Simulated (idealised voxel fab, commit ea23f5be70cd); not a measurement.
Process module heading - voxel transistor to metal
For reference, the cross-section in this document is cut, with width 205 nm and square cells of 5 nm.
Square cells in a grid make up a cross-section in this document, and the grid is given as bands, listed from the top down, each one or more rows of cells. For a band, the entry starts with two heights in nm, that of the top and then that of the bottom, and carries on with the band's materials in order from left to right, each alongside its width in nm; the word "everywhere" beside a single material means it fills the band edge to edge, and "air" means empty space. Measure heights from 0. That's the level where, below it, the as-received wafer is all one material. The lowest band is bottomless and extends downward; write it as in "0..down". A width given as "30->40" starts at the first number in the band's top row and ends at the second number in its bottom row, shifting by an equal amount at every step from row to row. "nothing changed" for a step: no cell of the cross-section changed in that step. This entry, "Unvented internal voids", enumerates those empty regions of no fewer than 8 cells that possess no open connection to the top. Each region is reported in the form width x height at distance, the distance being taken from the left edge, with all three quantities expressed in nm. Post-settings text on a step line: simulator's own remark regarding the step. The setting "overlay nm" may be written on the line of a step. When the step uses a mask, the value reports how far to the right of the planned place the mask lay, and a negative value reports that it lay to the left.

Below is the list of planned process steps:
1: RECEIVE with material Si
2: CONFORMAL_DEP with material SiO2, thk nm 5
3: CONFORMAL_DEP with material SiN, thk nm 15
4: MASKED_ETCH with tone cover, mask id ACTIVE, width nm 90, etch materials SiN, depth nm 15, overlay nm 0
5: MASKED_ETCH with tone cover, mask id ACTIVE, width nm 90, etch materials SiO2, depth nm 5, overlay nm 0
6: MASKED_ETCH with tone cover, mask id ACTIVE, width nm 90, etch materials Si, depth nm 35, overlay nm 0
7: OXIDIZE with depth nm 5
8: FILL_DEP with material SiO2, thk nm 5
9: CMP with height nm 20
10: SELECTIVE_ETCH with etch materials SiO2, depth nm 5
11: STRIP with etch materials SiN
12: SELECTIVE_ETCH with etch materials SiO2, depth nm 5
13: OXIDIZE with depth nm 5
14: DIRECTIONAL_DEP with material polySi, thk nm 20
15: DIRECTIONAL_DEP with material SiCN, thk nm 10
16: DIRECTIONAL_DEP with material aC, thk nm 10
17: PATTERN with tone cover, mask id GATE, material resist, width nm 20, thk nm 30, overlay nm 0
18: DIRECTIONAL_ETCH with etch materials aC, depth nm 10
19: STRIP with etch materials resist
20: DIRECTIONAL_ETCH with etch materials SiCN, depth nm 20
21: DIRECTIONAL_ETCH with etch materials polySi, depth nm 30
22: STRIP with etch materials aC
23: CONFORMAL_DEP with material SiN, thk nm 10
24: DIRECTIONAL_ETCH with etch materials SiN, depth nm 10
25: DIRECTIONAL_ETCH with etch materials SiO2, depth nm 5
26: DIRECTIONAL_ETCH with etch materials Si, depth nm 5
27: EPI with material pSi, thk nm 10
28: FILL_DEP with material SiO2, thk nm 5
29: CMP with height nm 30
30: DIRECTIONAL_DEP with material SiO2, thk nm 15
31: MASKED_ETCH with tone open, mask id CONTACT, width nm 15, pitch nm 65, etch materials SiO2, depth nm 45, overlay nm 0
32: CONFORMAL_DEP with material TiN, thk nm 5
33: FILL_DEP with material W, thk nm 10
34: CMP with height nm 45
35: CONFORMAL_DEP with material SiCN, thk nm 5
36: DIRECTIONAL_DEP with material lowk, thk nm 15
37: MASKED_ETCH with tone open, mask id METAL_1, width nm 15, pitch nm 65, etch materials lowk, depth nm 15, overlay nm 0
38: MASKED_ETCH with tone open, mask id METAL_1, width nm 15, pitch nm 65, etch materials SiCN, depth nm 5, overlay nm 0
39: CONFORMAL_DEP with material TiN, thk nm 5
40: FILL_DEP with material Ru, thk nm 10
41: CMP with height nm 65
42: CONFORMAL_DEP with material SiN, thk nm 5

Step 1 complete: cross-section of the wafer as received:
0..down: Si everywhere
Unvented internal voids: none

Cross-section at module end, one run error; start and plan unchanged from above:
70..65: SiN everywhere
65..50: lowk 60 nm; TiN 5 nm; Ru 5 nm; TiN 5 nm; lowk 50 nm; TiN 5 nm; Ru 5 nm; TiN 5 nm; lowk 65 nm
50..45: SiCN 60 nm; TiN 15 nm; SiCN 50 nm; TiN 15 nm; SiCN 65 nm
45..35: SiO2 60 nm; TiN 5 nm; W 5 nm; TiN 5 nm; SiO2 50 nm; TiN 5 nm; W 5 nm; TiN 5 nm; SiO2 65 nm
35..30: SiO2 60 nm; TiN 15 nm; SiO2 50 nm; TiN 15 nm; SiO2 65 nm
30..20: polySi 50 nm; SiCN 40 nm; SiN 20 nm; SiCN 40 nm; polySi 55 nm
20..10: polySi 90 nm; SiN 20 nm; polySi 95 nm
10..0: SiO2 50 nm; polySi 40 nm; SiN 20 nm; polySi 40 nm; SiO2 55 nm
0..-5: SiO2 everywhere
-5..-40: SiO2 60 nm; Si 80 nm; SiO2 65 nm
-40..down: Si everywhere
Unvented internal voids: none
Which mistake was made when the wafer was run? note that step 17 departed from the planned setting and was carried out as PATTERN with tone open, mask id GATE, material resist, width nm 20, thk nm 30, overlay nm 0
